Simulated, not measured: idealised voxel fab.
Presented below is a process module, voxel spacer lines.
It is cross-section cut that appears here, measuring 295 nm in width, its square cells being 5 nm in size.
Cross-section spec: square-cell grid; bands listed top down; each band is one or more rows.
Top, bottom (nm), then materials left to right with widths (nm); lone material tagged "full width" fills the whole band edge to edge; "blank" = empty space.
Heights are expressed relative to 0, this being the level below which the as-received wafer comprises one material exclusively. The lowest band is unbounded in the downward direction and is denoted as in "0..down".
When a width is written as two numbers, as in "30 to 40", the first number is the width in the top row of cells of the band and the second is the width in its bottom row, and the width changes by the same amount from each row to the next.
Basically "nothing changed" means that step didn't change any cell in the cross-section.
What "Fully closed voids" gives you is every empty space of 8 cells or more that is cut off from the top. Each appears as width x height at distance, with the distance taken from the left edge and width, height and distance all in nm.
Note: text after step settings on the step line = simulator remark on that step.
The "overlay nm" setting may appear on a step's line; for a step that uses a mask, it gives how far to the right of its planned position the mask lay, and a negative value indicates the left.

Process steps (planned):
step 1: op RECEIVE | material Si
step 2: op CONFORMAL_DEP | material Al2O3 | thk nm 5
step 3: op DIRECTIONAL_DEP | material SiN | thk nm 15
step 4: op DIRECTIONAL_DEP | material aC | thk nm 20
step 5: op PATTERN | tone cover | mask id MANDREL | material resist | width nm 15 | pitch nm 60 | thk nm 25 | overlay nm 0
step 6: op DIRECTIONAL_ETCH | etch materials aC | depth nm 20
step 7: op STRIP | etch materials resist
step 8: op CONFORMAL_DEP | material SiO2 | thk nm 15
step 9: op DIRECTIONAL_ETCH | etch materials SiO2 | depth nm 15
step 10: op STRIP | etch materials aC
step 11: op DIRECTIONAL_ETCH | etch materials SiN | depth nm 15
step 12: op STRIP | etch materials SiO2
step 13: op FILL_DEP | material SiO2 | thk nm 10
step 14: op CMP | height nm 20
All wafers enter the flow in the same state. The thk nm at step 2 differs from wafer to wafer, and the plan gives the value for the first wafer.

Step 1 complete: as-received cross-section of the first of several wafers:
    0..down = Si full width
    Fully closed voids: none

wafer rows; end of module; cells per material since receipt: (+) gained, (-) lost; then closed voids:
thk nm 5 | +59 Al2O3 | +36 SiN | +141 SiO2 | Fully closed voids: none
thk nm 10 | +118 Al2O3 | +24 SiN | +94 SiO2 | Fully closed voids: none
thk nm 15 | +177 Al2O3 | +12 SiN | +47 SiO2 | Fully closed voids: none
thk nm 20 | +236 Al2O3 | Fully closed voids: none
